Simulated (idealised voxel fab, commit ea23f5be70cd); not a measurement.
Title: Process Module voxel local oxidation
This is section cut - it's 260 nm across, gridded in 5 nm square cells.
Cross-sections here: square-cell grids, written as top-down lists of bands, a band being one or more rows of cells.
Band entry format. Leading values: height of top, height of bottom, nm. Remainder: materials in left-to-right order, each with its width in nm. Special words: "full width" on a single material, which then fills the band edge to edge; "blank", empty space.
The level at which height equals 0 is the one under which the wafer, as it arrives, is entirely one material. No lower edge exists for the bottom band, which continues downward and is notated as in "z 0 and below".
Note: "30..40" means the width goes from the first number (top row of the band) to the second number (bottom row) in equal steps per row of cells.
Where a step carries "nothing altered", the cross-section came out of it unchanged, cell for cell.
Entry "Sealed internal cavities". Content: empty spaces with no open connection to the top, size 8 cells or greater. Each: width x height at distance. Distance: from left edge. Unit: nm.
On each step's line, the part that comes after the settings is the simulator's own comment on the step.
What "overlay nm" on a step's line means: if the step has a mask, that mask lay this far to the right of its planned place, or, when the value is negative, to the left.
## Process steps (planned)
1,op RECEIVE | material Si
2,op CONFORMAL_DEP | material SiO2 | thk nm 5
3,op CONFORMAL_DEP | material SiN | thk nm 10
4,op PATTERN | tone cover | mask id ACTIVE | material resist | width nm 95 | pitch nm 125 | thk nm 20 | overlay nm 0
5,op DIRECTIONAL_ETCH | etch materials SiN | depth nm 10
6,op STRIP | etch materials resist
7,op SELECTIVE_ETCH | etch materials SiO2 | depth nm 5
8,op OXIDIZE | depth nm 15
9,op STRIP | etch materials SiN
The plan shows the width nm of step 4 as the first wafer had it; this setting differs between the wafers, which start out alike.
## Cut through the first of several wafers as received, post step 1
z 0 and below | Si full width
Sealed internal cavities: none
## Here's the first of several wafers in cross-section, end of the module, after the last step, step 9
z 5 to 0 | 25 blank | 85 SiO2 | 40 blank | 85 SiO2 | 25 blank
z 0 to -15 | 40 SiO2 | 55 Si | 70 SiO2 | 55 Si | 40 SiO2
z -15 and below | Si full width
Sealed internal cavities: none
## Cross-sectional view of the final wafer of several at the module's end
z 5 to 0 | 20 blank | 95 SiO2 | 30 blank | 95 SiO2 | 20 blank
z 0 to -15 | 35 SiO2 | 65 Si | 60 SiO2 | 65 Si | 35 SiO2
z -15 and below | Si full width
Sealed internal cavities: none
## Note: the following table is arranged by wafer, a row apiece. Each row reports the end-of-module state: per material, cells gained (+) or cells lost (-) compared with the wafer as received; closed voids follow
width nm 95; -90 Si; +124 SiO2; Sealed internal cavities: none
width nm 100; -84 Si; +120 SiO2; Sealed internal cavities: none
width nm 105; -78 Si; +116 SiO2; Sealed internal cavities: none
